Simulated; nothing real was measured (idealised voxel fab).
The following is a process module called voxel self aligned contacts.
For reference, the cross-section in this document is cut, with width 145 nm and square cells of 5 nm.
In this document a cross-section is written as a grid of square cells. It is given as a series of bands, listed from the top down, and a band is one or more rows of cells. For a band, the entry starts with two heights in nm, that of the top and then that of the bottom, and carries on with the band's materials in order from left to right, each alongside its width in nm; the word "throughout" beside a single material means it fills the band edge to edge, and "empty" means empty space. Heights are expressed relative to 0, this being the level below which the as-received wafer comprises one material exclusively. The lowest band is unbounded in the downward direction and is denoted as in "0 down". The expression "30 to 40" gives the width at the extremes of the band, the first number at its top row of cells and the second at its bottom row, with the width changing by equal amounts from each row to the next in between. The designation "nothing different", where it is given for a processing step, indicates that no cell of the cross-section was altered in the course of that step. "Enclosed voids" lists enclosed empty spaces (at least 8 cells, no open path upward to the top), each as width x height at distance from the left edge, in nm. Post-settings text on a step line: simulator's own remark regarding the step. A step's line can hold "overlay nm"; with a mask on that step, the setting says how far right of the planned place the mask lay, while a negative setting says it lay to the left.
-- The steps planned for the process are as follows
- 1: op RECEIVE | material Si
- 2: op CONFORMAL_DEP | material SiO2 | thk nm 5
- 3: op DIRECTIONAL_DEP | material polySi | thk nm 30
- 4: op DIRECTIONAL_DEP | material SiN | thk nm 20
- 5: op MASKED_ETCH | tone cover | mask id GATE | width nm 25 | pitch nm 60 | etch materials SiN | depth nm 20 | overlay nm 0
- 6: op MASKED_ETCH | tone cover | mask id GATE | width nm 25 | pitch nm 60 | etch materials polySi | depth nm 30 | overlay nm 0
- 7: op CONFORMAL_DEP | material SiN | thk nm 5
- 8: op DIRECTIONAL_ETCH | etch materials SiN | depth nm 5
- 9: op FILL_DEP | material SiO2 | thk nm 20
- 10: op CMP | height nm 65
- 11: op DIRECTIONAL_DEP | material aC | thk nm 15
- 12: op PATTERN | tone open | mask id CONTACT | material resist | width nm 45 | thk nm 30 | overlay nm 0
- 13: op DIRECTIONAL_ETCH | etch materials aC | depth nm 15
- 14: op STRIP | etch materials resist
- 15: op DIRECTIONAL_ETCH | etch materials SiO2 | depth nm 65
- 16: op STRIP | etch materials aC
- 17: op CONFORMAL_DEP | material TiN | thk nm 5
- 18: op FILL_DEP | material Ru | thk nm 5
- 19: op CMP | height nm 65
- 20: op CONFORMAL_DEP | material SiN | thk nm 5
-- Cross-section, incoming material, after step 1
* 0 down | Si throughout
* Enclosed voids: none
-- The plan above was carried out on the starting structure above with one mistake, and this cross-section shows the wafer at the end of the module
* 70 to 65 | SiN throughout
* 65 to 55 | SiO2 50 nm, TiN 5 to 15 nm, Ru 35 to 20 nm, TiN 5 to 10 nm, SiO2 50 nm
* 55 to 40 | SiO2 30 nm, SiN 30 nm, TiN 5 nm, Ru 20 nm, TiN 5 nm, SiN 30 nm, SiO2 25 nm
* 40 to 35 | SiO2 30 nm, SiN 30 nm, TiN 5 nm, Ru 15 nm, TiN 10 nm, SiN 30 nm, SiO2 25 nm
* 35 to 5 | SiO2 25 nm, SiN 5 nm, polySi 25 nm, SiN 5 nm, TiN 5 nm, Ru 15 nm, TiN 5 nm, SiN 5 nm, polySi 25 nm, SiN 5 nm, SiO2 25 nm
* 5 to 0 | SiO2 60 nm, TiN 25 nm, SiO2 60 nm
* 0 down | Si throughout
* Enclosed voids: none
Plan not followed: note that step 5 departed from the planned setting and was carried out as op MASKED_ETCH | tone cover | mask id GATE | width nm 20 | pitch nm 60 | etch materials SiN | depth nm 20 | overlay nm 0
